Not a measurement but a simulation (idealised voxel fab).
Documented hereafter: the process module known as voxel self aligned vias.
Square cell edge 5 nm, section width 200 nm, ID cut.
A cross-section in this document is a grid of square cells, and it is written down as bands, the top band listed before the ones below it; a band is made up of one or more rows of cells.
Within each band entry, the heights of the top and of the bottom of the band appear first, in that order and in nm; the materials of the band then follow from left to right, each with its corresponding width in nm. The designation "edge to edge" on a single material indicates that it fills the band from edge to edge; the designation "empty" indicates empty space.
Zero point of the height axis is 0; under it, received wafer = one material. Lowest band: continues down indefinitely, "from 0 down".
When a width is written as two numbers, as in "30 to 40", the first number is the width in the top row of cells of the band and the second is the width in its bottom row, and the width changes by the same amount from each row to the next.
Where the words "no change occurred" appear for a step, the cross-section shows no cell changed by that step; every cell remained as before.
Look at "Closed void roster" for the closed voids: empty spaces with no open path to the top, sized 8 cells or up. Each is width x height at distance, distance from the left edge, all nm.
Past the settings on a step's line: simulator remark, on that step.
A step line may carry the setting "overlay nm", which, for steps involving a mask, states the distance by which the mask lay to the right of its intended position; negative values denote displacement to the left.

Process steps (planned):
1. RECEIVE: material Si
2. CONFORMAL_DEP: material SiO2, thk nm 10
3. CONFORMAL_DEP: material SiCN, thk nm 5
4. DIRECTIONAL_DEP: material lowk, thk nm 30
5. DIRECTIONAL_DEP: material aC, thk nm 15
6. PATTERN: tone open, mask id LINES, material resist, width nm 20, pitch nm 60, thk nm 35, overlay nm 0
7. DIRECTIONAL_ETCH: etch materials aC, depth nm 15
8. STRIP: etch materials resist
9. DIRECTIONAL_ETCH: etch materials lowk, depth nm 30
10. STRIP: etch materials aC
11. CONFORMAL_DEP: material TiN, thk nm 5
12. FILL_DEP: material W, thk nm 5
13. CMP: height nm 45
14. SELECTIVE_ETCH: etch materials W Ru TiN, depth nm 10
15. FILL_DEP: material SiN, thk nm 10
16. CMP: height nm 45
17. DIRECTIONAL_DEP: material lowk, thk nm 20
18. DIRECTIONAL_DEP: material aC, thk nm 10
19. PATTERN: tone open, mask id VIAS, material resist, width nm 30, thk nm 25, overlay nm 0
20. DIRECTIONAL_ETCH: etch materials aC, depth nm 10
21. STRIP: etch materials resist
22. DIRECTIONAL_ETCH: etch materials lowk, depth nm 20
23. DIRECTIONAL_ETCH: etch materials SiN, depth nm 10
24. STRIP: etch materials aC
25. CONFORMAL_DEP: material TiN, thk nm 5
26. FILL_DEP: material Ru, thk nm 5
27. CMP: height nm 65
28. CONFORMAL_DEP: material SiN, thk nm 5

Cross-section of the wafer at receipt, which is the condition after step 1:
  from 0 down: Si edge to edge
  Closed void roster: none

What the wafer looks like in cross-section after this module, when it starts as shown above and follows the plan above but one mistake is made in running it:
  from 70 to 65: SiN edge to edge
  from 65 to 50: 55 lowk, then 5 TiN, then 20 Ru, then 5 TiN, then 115 lowk
  from 50 to 45: 55 lowk, then 15 TiN, then 5 Ru, then 10 TiN, then 115 lowk
  from 45 to 40: 65 lowk, then 5 TiN, then 5 Ru, then 5 TiN, then 45 lowk, then 15 SiN, then 60 lowk
  from 40 to 35: 65 lowk, then 15 TiN, then 45 lowk, then 15 SiN, then 60 lowk
  from 35 to 20: 65 lowk, then 5 TiN, then 5 W, then 5 TiN, then 45 lowk, then 5 TiN, then 5 W, then 5 TiN, then 60 lowk
  from 20 to 15: 65 lowk, then 15 TiN, then 45 lowk, then 15 TiN, then 60 lowk
  from 15 to 10: SiCN edge to edge
  from 10 to 0: SiO2 edge to edge
  from 0 down: Si edge to edge
  Closed void roster: none
Here's what went sideways: step 6 did not happen as planned, as run it was PATTERN: tone open, mask id LINES, material resist, width nm 15, pitch nm 60, thk nm 35, overlay nm 0
